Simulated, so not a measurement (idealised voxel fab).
process module | voxel spacer lines
cross-section cut | 235 nm wide | cells 5 nm
A cross-section is a grid of square cells, given in bands from the top down. A band is one or more rows of cells.
Each band's line starts with the height of the band's top and of its bottom, in nm. Then come its materials from left to right, each with its width in nm. One material with "throughout" fills the band from edge to edge. "air" is empty space.
Height 0 is the level under which the wafer as received is all one material. The lowest band goes on downwards, as in "0 down".
A width such as "30 to 40" changes by the same amount from each row of cells to the next, from the band's top row to its bottom row.
"no change" after a step means that no cell of the cross-section changed.
closed voids: empty space of 8 cells or more with no open way to the top, each as width x height at its distance from the left edge, in nm
after a step's settings: what the simulator itself notes on the step
overlay nm, on a step with a mask: how far to the right of its planned place the mask lay; to the left if negative
plan
1 op RECEIVE | material Si
2 op CONFORMAL_DEP | material Al2O3 | thk nm 5
3 op DIRECTIONAL_DEP | material W | thk nm 20
4 op DIRECTIONAL_DEP | material polySi | thk nm 30
5 op PATTERN | tone cover | mask id MANDREL | material resist | width nm 20 | pitch nm 60 | thk nm 35 | overlay nm 0
6 op DIRECTIONAL_ETCH | etch materials polySi | depth nm 30
7 op STRIP | etch materials resist
8 op CONFORMAL_DEP | material SiO2 | thk nm 10
9 op DIRECTIONAL_ETCH | etch materials SiO2 | depth nm 10
10 op STRIP | etch materials polySi
11 op DIRECTIONAL_ETCH | etch materials W | depth nm 20
12 op STRIP | etch materials SiO2
13 op FILL_DEP | material SiO2 | thk nm 5
14 op CMP | height nm 25
as received, after step 1
  0 down: Si throughout
  closed voids: none
a wafer at the end: this start, this plan, one mistake
  25 to 20: SiO2 throughout
  20 to 0: SiO2 65 | W 10 | SiO2 20 | W 10 | SiO2 20 | W 10 | SiO2 20 | W 10 | SiO2 70
  0 down: Si throughout
  closed voids: none
what went wrong: step 2 was left out
